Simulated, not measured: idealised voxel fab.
The following is a process module called voxel air gaps.
We display cut, a cross-section 285 nm in width whose square cells are each 5 nm.
Cross-sections here: square-cell grids, written as top-down lists of bands, a band being one or more rows of cells.
Basically the band line says how high the top is and how high the bottom is, in nm, and then what's in it from left to right, every material with its width in nm. Empty space shows up as "empty", and if a single material carries "everywhere" it runs the full band edge to edge.
Heads up on the height convention: 0 is the point under which the incoming wafer is all one material, and the lowest band has no bottom, it just keeps going down, like "0 -> down".
The width entry "30->40" should be interpreted row by row: the top row of cells in the band takes the first number, the bottom row takes the second number, and the change between adjacent rows is uniform throughout.
You'll sometimes find "changes: none" written for a step, and that's the way of saying that nowhere in the cross-section did a cell change during that step.
Entry "Enclosed void listing" = empty spaces >= 8 cells with no open way to the top; each as width x height at distance, distance from left edge, all nm.
Step line, after settings: the simulator's comment on this step.
Among the settings permitted on a step's line is "overlay nm"; applied to a step with a mask, it specifies the extent to which the mask lay to the right of its planned position, whereas a negative figure signifies a position to the left.
# The planned process steps are enumerated hereunder
step 1: RECEIVE | material Si
step 2: CONFORMAL_DEP | material SiO2 | thk nm 10
step 3: CONFORMAL_DEP | material SiN | thk nm 5
step 4: DIRECTIONAL_DEP | material SiO2 | thk nm 40
step 5: DIRECTIONAL_DEP | material aC | thk nm 10
step 6: PATTERN | tone open | mask id LINES | material resist | width nm 25 | pitch nm 50 | thk nm 30 | overlay nm 0
step 7: DIRECTIONAL_ETCH | etch materials aC | depth nm 10
step 8: STRIP | etch materials resist
step 9: DIRECTIONAL_ETCH | etch materials SiO2 | depth nm 40
step 10: STRIP | etch materials aC
step 11: CONFORMAL_DEP | material TiN | thk nm 5
step 12: FILL_DEP | material W | thk nm 10
step 13: CMP | height nm 55
step 14: EPI | material Ru | thk nm 10
step 15: SELECTIVE_ETCH | etch materials SiO2 | depth nm 50
step 16: CONFORMAL_DEP | material SiN | thk nm 5
# Here's what the wafer looked like in cross-section when it arrived - that's after step 1
> 0 -> down: Si everywhere
> Enclosed void listing: none
# Same starting wafer, same plan as above, one mistake in the execution; this is the cross-section at the end of the module
> 80 -> 75: empty 55 / SiN 175 / empty 55
> 75 -> 55: empty 55 / SiN 5 / Ru 165 / SiN 5 / empty 55
> 55 -> 50: empty 55 / SiN 25 / TiN 5 / W 15 / TiN 5 / SiO2 25 / TiN 5 / W 15 / TiN 5 / SiO2 25 / TiN 5 / W 15 / TiN 5 / SiN 25 / empty 55
> 50 -> 20: empty 75 / SiN 5 / TiN 5 / W 15 / TiN 5 / SiO2 25 / TiN 5 / W 15 / TiN 5 / SiO2 25 / TiN 5 / W 15 / TiN 5 / SiN 5 / empty 75
> 20 -> 15: SiN 80 / TiN 25 / SiO2 25 / TiN 25 / SiO2 25 / TiN 25 / SiN 80
> 15 -> 10: SiN everywhere
> 10 -> 0: SiO2 everywhere
> 0 -> down: Si everywhere
> Enclosed void listing: none
Deviation from plan: execution of plan step 14 occurred twice
